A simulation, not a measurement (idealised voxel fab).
process module | voxel self aligned vias
cross-section cut | 195 nm wide | cells 5 nm
A cross-section is a grid of square cells, given in bands from the top down. A band is one or more rows of cells.
Each band's line starts with the height of the band's top and of its bottom, in nm. Then come its materials from left to right, each with its width in nm. One material with "throughout" fills the band from edge to edge. "air" is empty space.
Height 0 is the level under which the wafer as received is all one material. The lowest band goes on downwards, as in "0 down".
A width such as "30 to 40" changes by the same amount from each row of cells to the next, from the band's top row to its bottom row.
"no change" after a step means that no cell of the cross-section changed.
closed voids: empty space of 8 cells or more with no open way to the top, each as width x height at its distance from the left edge, in nm
after a step's settings: what the simulator itself notes on the step
overlay nm, on a step with a mask: how far to the right of its planned place the mask lay; to the left if negative
plan
1 op RECEIVE | material Si
2 op CONFORMAL_DEP | material SiO2 | thk nm 10
3 op CONFORMAL_DEP | material SiCN | thk nm 5
4 op DIRECTIONAL_DEP | material SiO2 | thk nm 30
5 op MASKED_ETCH | tone open | mask id LINES | width nm 20 | pitch nm 60 | etch materials SiO2 | depth nm 30 | overlay nm 0
6 op CONFORMAL_DEP | material TiN | thk nm 5
7 op FILL_DEP | material Ru | thk nm 10
8 op CMP | height nm 45
9 op SELECTIVE_ETCH | etch materials W Ru TiN | depth nm 5
10 op FILL_DEP | material SiN | thk nm 5
11 op CMP | height nm 45
12 op DIRECTIONAL_DEP | material SiO2 | thk nm 20
13 op DIRECTIONAL_DEP | material aC | thk nm 10
14 op PATTERN | tone open | mask id VIAS | material resist | width nm 40 | pitch nm 60 | thk nm 30 | overlay nm 0
15 op DIRECTIONAL_ETCH | etch materials aC | depth nm 10
16 op STRIP | etch materials resist
17 op DIRECTIONAL_ETCH | etch materials SiO2 | depth nm 20
18 op DIRECTIONAL_ETCH | etch materials SiN | depth nm 5
19 op STRIP | etch materials aC
20 op CONFORMAL_DEP | material TiN | thk nm 5
21 op FILL_DEP | material W | thk nm 10
22 op CMP | height nm 65
23 op CONFORMAL_DEP | material SiCN | thk nm 5
first wafer, as planned
as received, after step 1
  0 down: Si throughout
  closed voids: none
after step 2
  10 to 0: SiO2 throughout
  below 0: unchanged
after step 3
  15 to 10: SiCN throughout
  below 10: unchanged
after step 4
  45 to 15: SiO2 throughout
  below 15: unchanged
after step 5
  45 to 15: SiO2 55 | air 20 | SiO2 40 | air 20 | SiO2 60
  below 15: unchanged
after step 6
  50 to 45: TiN 60 | air 10 | TiN 50 | air 10 | TiN 65
  45 to 20: SiO2 55 | TiN 5 | air 10 | TiN 5 | SiO2 40 | TiN 5 | air 10 | TiN 5 | SiO2 60
  20 to 15: SiO2 55 | TiN 20 | SiO2 40 | TiN 20 | SiO2 60
  below 15: unchanged
after step 7
  60 to 50: Ru throughout
  50 to 45: TiN 60 | Ru 10 | TiN 50 | Ru 10 | TiN 65
  45 to 20: SiO2 55 | TiN 5 | Ru 10 | TiN 5 | SiO2 40 | TiN 5 | Ru 10 | TiN 5 | SiO2 60
  below 20: unchanged
after step 8
  45 to 20: SiO2 55 | TiN 5 | Ru 10 | TiN 5 | SiO2 40 | TiN 5 | Ru 10 | TiN 5 | SiO2 60
  below 20: unchanged
after step 9
  45 to 40: SiO2 55 | air 20 | SiO2 40 | air 20 | SiO2 60
  below 40: unchanged
after step 10
  50 to 45: SiN throughout
  45 to 40: SiO2 55 | SiN 20 | SiO2 40 | SiN 20 | SiO2 60
  below 40: unchanged
after step 11
  45 to 40: SiO2 55 | SiN 20 | SiO2 40 | SiN 20 | SiO2 60
  below 40: unchanged
after step 12
  65 to 45: SiO2 throughout
  below 45: unchanged
after step 13
  75 to 65: aC throughout
  below 65: unchanged
after step 14
  105 to 75: resist 45 | air 40 | resist 20 | air 40 | resist 50
  below 75: unchanged
after step 15
  95 to 75: resist 45 | air 40 | resist 20 | air 40 | resist 50
  75 to 65: aC 45 | air 40 | aC 20 | air 40 | aC 50
  below 65: unchanged
after step 16
  75 to 65: aC 45 | air 40 | aC 20 | air 40 | aC 50
  below 65: unchanged
after step 17
  75 to 65: aC 45 | air 40 | aC 20 | air 40 | aC 50
  65 to 45: SiO2 45 | air 40 | SiO2 20 | air 40 | SiO2 50
  below 45: unchanged
after step 18
  75 to 65: aC 45 | air 40 | aC 20 | air 40 | aC 50
  65 to 45: SiO2 45 | air 40 | SiO2 20 | air 40 | SiO2 50
  45 to 40: SiO2 55 | air 20 | SiO2 40 | air 20 | SiO2 60
  below 40: unchanged
after step 19
  65 to 45: SiO2 45 | air 40 | SiO2 20 | air 40 | SiO2 50
  below 45: unchanged
after step 20
  70 to 65: TiN 50 | air 30 | TiN 30 | air 30 | TiN 55
  65 to 50: SiO2 45 | TiN 5 | air 30 | TiN 5 | SiO2 20 | TiN 5 | air 30 | TiN 5 | SiO2 50
  50 to 45: SiO2 45 | TiN 15 | air 10 | TiN 15 | SiO2 20 | TiN 15 | air 10 | TiN 15 | SiO2 50
  45 to 40: SiO2 55 | TiN 20 | SiO2 40 | TiN 20 | SiO2 60
  below 40: unchanged
after step 21
  80 to 70: W throughout
  70 to 65: TiN 50 | W 30 | TiN 30 | W 30 | TiN 55
  65 to 50: SiO2 45 | TiN 5 | W 30 | TiN 5 | SiO2 20 | TiN 5 | W 30 | TiN 5 | SiO2 50
  50 to 45: SiO2 45 | TiN 15 | W 10 | TiN 15 | SiO2 20 | TiN 15 | W 10 | TiN 15 | SiO2 50
  below 45: unchanged
after step 22
  65 to 50: SiO2 45 | TiN 5 | W 30 | TiN 5 | SiO2 20 | TiN 5 | W 30 | TiN 5 | SiO2 50
  below 50: unchanged
after step 23
  70 to 65: SiCN throughout
  below 65: unchanged
second wafer: like start, like plan, one mistake. Through step 4 it matches the first wafer
when step 5 should have ended
  45 to 15: air 55 | SiO2 20 | air 40 | SiO2 20 | air 60
  below 15: unchanged
when step 6 should have ended
  50 to 45: air 50 | TiN 30 | air 30 | TiN 30 | air 55
  45 to 20: air 50 | TiN 5 | SiO2 20 | TiN 5 | air 30 | TiN 5 | SiO2 20 | TiN 5 | air 55
  20 to 15: TiN 55 | SiO2 20 | TiN 40 | SiO2 20 | TiN 60
  below 15: unchanged
when step 7 should have ended
  60 to 50: Ru throughout
  50 to 45: Ru 50 | TiN 30 | Ru 30 | TiN 30 | Ru 55
  45 to 20: Ru 50 | TiN 5 | SiO2 20 | TiN 5 | Ru 30 | TiN 5 | SiO2 20 | TiN 5 | Ru 55
  below 20: unchanged
when step 8 should have ended
  45 to 20: Ru 50 | TiN 5 | SiO2 20 | TiN 5 | Ru 30 | TiN 5 | SiO2 20 | TiN 5 | Ru 55
  below 20: unchanged
when step 9 should have ended
  45 to 40: air 55 | SiO2 20 | air 40 | SiO2 20 | air 60
  below 40: unchanged
when step 10 should have ended
  50 to 45: SiN throughout
  45 to 40: SiN 55 | SiO2 20 | SiN 40 | SiO2 20 | SiN 60
  below 40: unchanged
when step 11 should have ended
  45 to 40: SiN 55 | SiO2 20 | SiN 40 | SiO2 20 | SiN 60
  below 40: unchanged
when step 12 should have ended
  65 to 45: SiO2 throughout
  below 45: unchanged
when step 13 should have ended
  75 to 65: aC throughout
  below 65: unchanged
when step 14 should have ended
  105 to 75: resist 45 | air 40 | resist 20 | air 40 | resist 50
  below 75: unchanged
when step 15 should have ended
  95 to 75: resist 45 | air 40 | resist 20 | air 40 | resist 50
  75 to 65: aC 45 | air 40 | aC 20 | air 40 | aC 50
  below 65: unchanged
when step 16 should have ended
  75 to 65: aC 45 | air 40 | aC 20 | air 40 | aC 50
  below 65: unchanged
when step 17 should have ended
  75 to 65: aC 45 | air 40 | aC 20 | air 40 | aC 50
  65 to 45: SiO2 45 | air 40 | SiO2 20 | air 40 | SiO2 50
  below 45: unchanged
when step 18 should have ended
  75 to 65: aC 45 | air 40 | aC 20 | air 40 | aC 50
  65 to 45: SiO2 45 | air 40 | SiO2 20 | air 40 | SiO2 50
  45 to 40: SiN 45 | air 10 | SiO2 20 | air 10 | SiN 20 | air 10 | SiO2 20 | air 10 | SiN 50
  below 40: unchanged
when step 19 should have ended
  65 to 45: SiO2 45 | air 40 | SiO2 20 | air 40 | SiO2 50
  below 45: unchanged
when step 20 should have ended
  70 to 65: TiN 50 | air 30 | TiN 30 | air 30 | TiN 55
  65 to 50: SiO2 45 | TiN 5 | air 30 | TiN 5 | SiO2 20 | TiN 5 | air 30 | TiN 5 | SiO2 50
  50 to 45: SiO2 45 | TiN 40 | SiO2 20 | TiN 40 | SiO2 50
  45 to 40: SiN 45 | TiN 10 | SiO2 20 | TiN 10 | SiN 20 | TiN 10 | SiO2 20 | TiN 10 | SiN 50
  below 40: unchanged
when step 21 should have ended
  80 to 70: W throughout
  70 to 65: TiN 50 | W 30 | TiN 30 | W 30 | TiN 55
  65 to 50: SiO2 45 | TiN 5 | W 30 | TiN 5 | SiO2 20 | TiN 5 | W 30 | TiN 5 | SiO2 50
  below 50: unchanged
when step 22 should have ended
  65 to 50: SiO2 45 | TiN 5 | W 30 | TiN 5 | SiO2 20 | TiN 5 | W 30 | TiN 5 | SiO2 50
  below 50: unchanged
when step 23 should have ended
  70 to 65: SiCN throughout
  below 65: unchanged
what went wrong: step 5 ran as: op MASKED_ETCH | tone cover | mask id LINES | width nm 20 | pitch nm 60 | etch materials SiO2 | depth nm 30 | overlay nm 0
at the end the second wafer has, in cells: 92 more of Ru | 23 more of SiN | 138 fewer of SiO2 | 27 more of TiN | 4 fewer of W
